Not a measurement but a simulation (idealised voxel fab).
Process module name: voxel wiring stack
For reference, the cross-section in this document is cut, with width 265 nm and square cells of 5 nm.
If you're reading a cross-section in this doc, picture square cells in a grid; it comes to you as bands, top ones listed first down to the bottom, and a band can be one or more rows of cells.
Within each band entry, the heights of the top and of the bottom of the band appear first, in that order and in nm; the materials of the band then follow from left to right, each with its corresponding width in nm. The designation "edge to edge" on a single material indicates that it fills the band from edge to edge; the designation "empty" indicates empty space.
Where do heights start? At 0: under that level the wafer as delivered is made of one material only. And the lowest band has no floor; it just carries on downward, as in "0..down".
The two numbers in a width such as "30 to 40" mark its ends across the band: the first belongs to the top row of cells, the second to the bottom row, and from each row to the next the width moves by the same amount.
For the purposes of this document, the phrase "left unchanged" attached to a step denotes that no cell within the cross-section was modified by that step.
The entry "Closed void listing" lists the empty spaces that cover at least 8 cells and have no open path to the top. Each is written as width x height at distance, where the distance is measured from the left edge and all three values are in nm.
Note: text after step settings on the step line = simulator remark on that step.
overlay nm: for a step with a mask, the amount by which the mask lay right of where it was planned; a negative amount means left of it.

### Planned step list for the process
1) RECEIVE: material Si
2) CONFORMAL_DEP: material SiO2, thk nm 15
3) DIRECTIONAL_DEP: material TiN, thk nm 5
4) DIRECTIONAL_DEP: material Ru, thk nm 25
5) MASKED_ETCH: tone cover, mask id METAL_1, width nm 25, pitch nm 45, etch materials Ru, depth nm 25, overlay nm 0
6) MASKED_ETCH: tone cover, mask id METAL_1, width nm 25, pitch nm 45, etch materials TiN, depth nm 5, overlay nm 0
7) CONFORMAL_DEP: material SiN, thk nm 5
8) FILL_DEP: material SiO2, thk nm 5
9) CMP: height nm 45
10) CONFORMAL_DEP: material SiCN, thk nm 5
11) DIRECTIONAL_DEP: material lowk, thk nm 30
12) MASKED_ETCH: tone open, mask id METAL_2, width nm 25, pitch nm 45, etch materials lowk, depth nm 15, overlay nm 0
13) DIRECTIONAL_DEP: material aC, thk nm 10
14) PATTERN: tone open, mask id METAL_2_HOLES, material resist, width nm 15, pitch nm 45, thk nm 30, overlay nm 0
15) DIRECTIONAL_ETCH: etch materials aC, depth nm 10
16) STRIP: etch materials resist
17) DIRECTIONAL_ETCH: etch materials lowk, depth nm 15
18) DIRECTIONAL_ETCH: etch materials SiCN, depth nm 5
19) STRIP: etch materials aC
20) CONFORMAL_DEP: material TiN, thk nm 5
21) FILL_DEP: material Cu, thk nm 5
22) CMP: height nm 80
23) CONFORMAL_DEP: material SiCN, thk nm 5
24) DIRECTIONAL_DEP: material SiO2, thk nm 25
25) MASKED_ETCH: tone open, mask id METAL_3_HOLES, width nm 15, pitch nm 45, etch materials SiO2, depth nm 25, overlay nm 0
26) DIRECTIONAL_DEP: material aC, thk nm 15
27) PATTERN: tone open, mask id METAL_3, material resist, width nm 25, pitch nm 45, thk nm 35, overlay nm 0
28) DIRECTIONAL_ETCH: etch materials aC, depth nm 15
29) STRIP: etch materials resist
30) DIRECTIONAL_ETCH: etch materials SiO2, depth nm 15
31) DIRECTIONAL_ETCH: etch materials SiCN, depth nm 5
32) STRIP: etch materials aC
33) CONFORMAL_DEP: material TiN, thk nm 5
34) FILL_DEP: material Cu, thk nm 5
35) CMP: height nm 110
36) CONFORMAL_DEP: material SiCN, thk nm 5
37) DIRECTIONAL_DEP: material lowk, thk nm 30
38) MASKED_ETCH: tone open, mask id METAL_4, width nm 25, pitch nm 45, etch materials lowk, depth nm 20, overlay nm 0
39) PATTERN: tone open, mask id METAL_4_HOLES, material resist, width nm 15, pitch nm 45, thk nm 15, overlay nm 0
40) DIRECTIONAL_ETCH: etch materials lowk, depth nm 10
41) DIRECTIONAL_ETCH: etch materials SiCN, depth nm 5
42) STRIP: etch materials resist
43) CONFORMAL_DEP: material TiN, thk nm 5
44) FILL_DEP: material Cu, thk nm 10
45) CMP: height nm 145
46) CONFORMAL_DEP: material SiN, thk nm 5

### Incoming wafer, cross-sectional view, post step 1
- 0..down  Si edge to edge
- Closed void listing: none

### End-of-module cross-section. Starting structure and process plan as above; one mistake made in running it
- 150..145  SiN edge to edge
- 145..130  lowk 75 nm / TiN 5 nm / Cu 15 nm / TiN 5 nm / lowk 20 nm / TiN 5 nm / Cu 15 nm / TiN 5 nm / lowk 20 nm / TiN 5 nm / Cu 15 nm / TiN 5 nm / lowk 75 nm
- 130..125  lowk 75 nm / TiN 5 nm / Cu 5 nm / TiN 15 nm / lowk 20 nm / TiN 5 nm / Cu 5 nm / TiN 15 nm / lowk 20 nm / TiN 5 nm / Cu 5 nm / TiN 15 nm / lowk 75 nm
- 125..115  lowk 75 nm / TiN 5 nm / Cu 5 nm / TiN 5 nm / lowk 30 nm / TiN 5 nm / Cu 5 nm / TiN 5 nm / lowk 30 nm / TiN 5 nm / Cu 5 nm / TiN 5 nm / lowk 85 nm
- 115..110  SiCN 75 nm / TiN 15 nm / SiCN 30 nm / TiN 15 nm / SiCN 30 nm / TiN 15 nm / SiCN 85 nm
- 110..100  SiO2 75 nm / TiN 5 nm / Cu 25 nm / TiN 5 nm / SiO2 10 nm / TiN 5 nm / Cu 25 nm / TiN 5 nm / SiO2 10 nm / TiN 5 nm / Cu 25 nm / TiN 5 nm / SiO2 65 nm
- 100..90  SiO2 75 nm / TiN 5 nm / Cu 5 nm / TiN 25 to 5 nm / SiO2 10 to 30 nm / TiN 5 nm / Cu 5 nm / TiN 25 to 5 nm / SiO2 10 to 30 nm / TiN 5 nm / Cu 5 nm / TiN 25 to 5 nm / SiO2 65 to 85 nm
- 90..85  SiO2 75 nm / TiN 15 nm / SiO2 30 nm / TiN 15 nm / SiO2 30 nm / TiN 15 nm / SiO2 85 nm
- 85..80  SiCN 85 nm / TiN 5 nm / SiCN 40 nm / TiN 5 nm / SiCN 40 nm / TiN 5 nm / SiCN 85 nm
- 80..70  lowk 75 nm / TiN 5 nm / Cu 15 nm / TiN 5 nm / lowk 20 nm / TiN 5 nm / Cu 15 nm / TiN 5 nm / lowk 20 nm / TiN 5 nm / Cu 15 nm / TiN 5 nm / lowk 75 nm
- 70..65  lowk 75 nm / TiN 5 nm / Cu 5 nm / TiN 15 nm / lowk 20 nm / TiN 5 nm / Cu 5 nm / TiN 15 nm / lowk 20 nm / TiN 5 nm / Cu 5 nm / TiN 15 nm / lowk 75 nm
- 65..50  lowk 75 nm / TiN 5 nm / Cu 5 nm / TiN 5 nm / lowk 30 nm / TiN 5 nm / Cu 5 nm / TiN 5 nm / lowk 30 nm / TiN 5 nm / Cu 5 nm / TiN 5 nm / lowk 85 nm
- 50..45  SiCN 75 nm / TiN 15 nm / SiCN 30 nm / TiN 15 nm / SiCN 30 nm / TiN 15 nm / SiCN 85 nm
- 45..20  SiO2 70 nm / SiN 5 nm / Ru 25 nm / SiN 5 nm / SiO2 10 nm / SiN 5 nm / Ru 25 nm / SiN 5 nm / SiO2 10 nm / SiN 5 nm / Ru 25 nm / SiN 5 nm / SiO2 70 nm
- 20..15  SiN 75 nm / TiN 25 nm / SiN 20 nm / TiN 25 nm / SiN 20 nm / TiN 25 nm / SiN 75 nm
- 15..0  SiO2 edge to edge
- 0..down  Si edge to edge
- Closed void listing: none
What was done differently from what was planned? rather than as planned, step 27 actually ran as PATTERN: tone open, mask id METAL_3, material resist, width nm 25, pitch nm 45, thk nm 35, overlay nm 10
